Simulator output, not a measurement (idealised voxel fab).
process module | voxel capacitor over wiring
cross-section cut | 180 nm wide | cells 5 nm
A cross-section is a grid of square cells, given in bands from the top down. A band is one or more rows of cells.
Each band's line starts with the height of the band's top and of its bottom, in nm. Then come its materials from left to right, each with its width in nm. One material with "throughout" fills the band from edge to edge. "air" is empty space.
Height 0 is the level under which the wafer as received is all one material. The lowest band goes on downwards, as in "0 down".
A width such as "30 to 40" changes by the same amount from each row of cells to the next, from the band's top row to its bottom row.
"no change" after a step means that no cell of the cross-section changed.
closed voids: empty space of 8 cells or more with no open way to the top, each as width x height at its distance from the left edge, in nm
after a step's settings: what the simulator itself notes on the step
overlay nm, on a step with a mask: how far to the right of its planned place the mask lay; to the left if negative
plan
1 op RECEIVE | material Si
2 op CONFORMAL_DEP | material SiO2 | thk nm 15
3 op CONFORMAL_DEP | material SiN | thk nm 5
4 op DIRECTIONAL_DEP | material lowk | thk nm 20
5 op DIRECTIONAL_DEP | material aC | thk nm 10
6 op PATTERN | tone open | mask id METAL_1 | material resist | width nm 25 | pitch nm 75 | thk nm 30 | overlay nm 0
7 op DIRECTIONAL_ETCH | etch materials aC | depth nm 10
8 op STRIP | etch materials resist
9 op DIRECTIONAL_ETCH | etch materials lowk | depth nm 20
10 op DIRECTIONAL_ETCH | etch materials SiN | depth nm 5
11 op STRIP | etch materials aC
12 op CONFORMAL_DEP | material TiN | thk nm 5
13 op FILL_DEP | material W | thk nm 10
14 op CMP | height nm 40
15 op CONFORMAL_DEP | material SiCN | thk nm 5
16 op DIRECTIONAL_DEP | material lowk | thk nm 15
17 op DIRECTIONAL_DEP | material aC | thk nm 15
18 op PATTERN | tone open | mask id PLUG_1 | material resist | width nm 15 | thk nm 35 | overlay nm 0
19 op DIRECTIONAL_ETCH | etch materials aC | depth nm 15
20 op STRIP | etch materials resist
21 op DIRECTIONAL_ETCH | etch materials lowk | depth nm 15
22 op DIRECTIONAL_ETCH | etch materials SiCN | depth nm 5
23 op STRIP | etch materials aC
24 op CONFORMAL_DEP | material TiN | thk nm 5
25 op FILL_DEP | material Ru | thk nm 5
26 op CMP | height nm 60
27 op DIRECTIONAL_DEP | material TiN | thk nm 10
28 op DIRECTIONAL_DEP | material Al2O3 | thk nm 5
29 op DIRECTIONAL_DEP | material TiN | thk nm 5
30 op PATTERN | tone cover | mask id UPPER_PLATE | material resist | width nm 55 | thk nm 20 | overlay nm 0
31 op DIRECTIONAL_ETCH | etch materials TiN | depth nm 5
32 op DIRECTIONAL_ETCH | etch materials Al2O3 | depth nm 5
33 op STRIP | etch materials resist
34 op PATTERN | tone cover | mask id LOWER_PLATE | material resist | width nm 65 | thk nm 20 | overlay nm 0
35 op DIRECTIONAL_ETCH | etch materials TiN | depth nm 10
36 op STRIP | etch materials resist
37 op FILL_DEP | material SiO2 | thk nm 20
38 op CMP | height nm 95
39 op DIRECTIONAL_DEP | material aC | thk nm 15
40 op PATTERN | tone open | mask id PLUG_2 | material resist | width nm 15 | thk nm 30 | overlay nm 0
41 op DIRECTIONAL_ETCH | etch materials aC | depth nm 15
42 op STRIP | etch materials resist
43 op DIRECTIONAL_ETCH | etch materials SiO2 | depth nm 15
44 op STRIP | etch materials aC
45 op CONFORMAL_DEP | material TiN | thk nm 5
46 op FILL_DEP | material Cu | thk nm 10
47 op CMP | height nm 95
48 op CONFORMAL_DEP | material SiN | thk nm 5
as received, after step 1
  0 down: Si throughout
  closed voids: none
first wafer at the end, as planned
  100 to 95: SiN throughout
  95 to 85: SiO2 60 | TiN 5 | Cu 5 | TiN 5 | SiO2 105
  85 to 75: SiO2 60 to 50 | TiN 15 to 55 | SiO2 105 to 75
  75 to 70: SiO2 50 | Al2O3 55 | SiO2 75
  70 to 60: SiO2 45 | TiN 65 | SiO2 70
  60 to 45: lowk 50 | TiN 5 | Ru 5 | TiN 5 | lowk 115
  45 to 40: SiCN 50 | TiN 15 | SiCN 115
  40 to 20: lowk 40 | TiN 5 | W 15 | TiN 5 | lowk 50 | TiN 5 | W 15 | TiN 5 | lowk 40
  20 to 15: SiN 40 | TiN 25 | SiN 50 | TiN 25 | SiN 40
  15 to 0: SiO2 throughout
  0 down: Si throughout
  closed voids: none
second wafer at the end: like start, like plan, one mistake
  100 to 95: SiN throughout
  95 to 85: SiO2 60 | TiN 5 | Cu 5 | TiN 5 | SiO2 105
  85 to 75: SiO2 60 to 50 | TiN 15 to 55 | SiO2 105 to 75
  75 to 70: SiO2 50 | Al2O3 55 | SiO2 75
  70 to 60: SiO2 45 | TiN 65 | SiO2 70
  60 to 45: lowk 50 | TiN 5 | Ru 5 | TiN 5 | lowk 115
  45 to 40: SiCN 50 | TiN 15 | SiCN 115
  40 to 35: lowk 40 | TiN 5 | W 15 | TiN 5 | lowk 50 | TiN 5 | W 15 | TiN 5 | lowk 40
  35 to 30: SiN 40 | TiN 25 | SiN 50 | TiN 25 | SiN 40
  30 to 0: SiO2 throughout
  0 down: Si throughout
  closed voids: none
what went wrong: step 2 was run twice
at the end the second wafer has, in cells: 108 more of SiO2 | 12 fewer of TiN | 18 fewer of W | 78 fewer of lowk
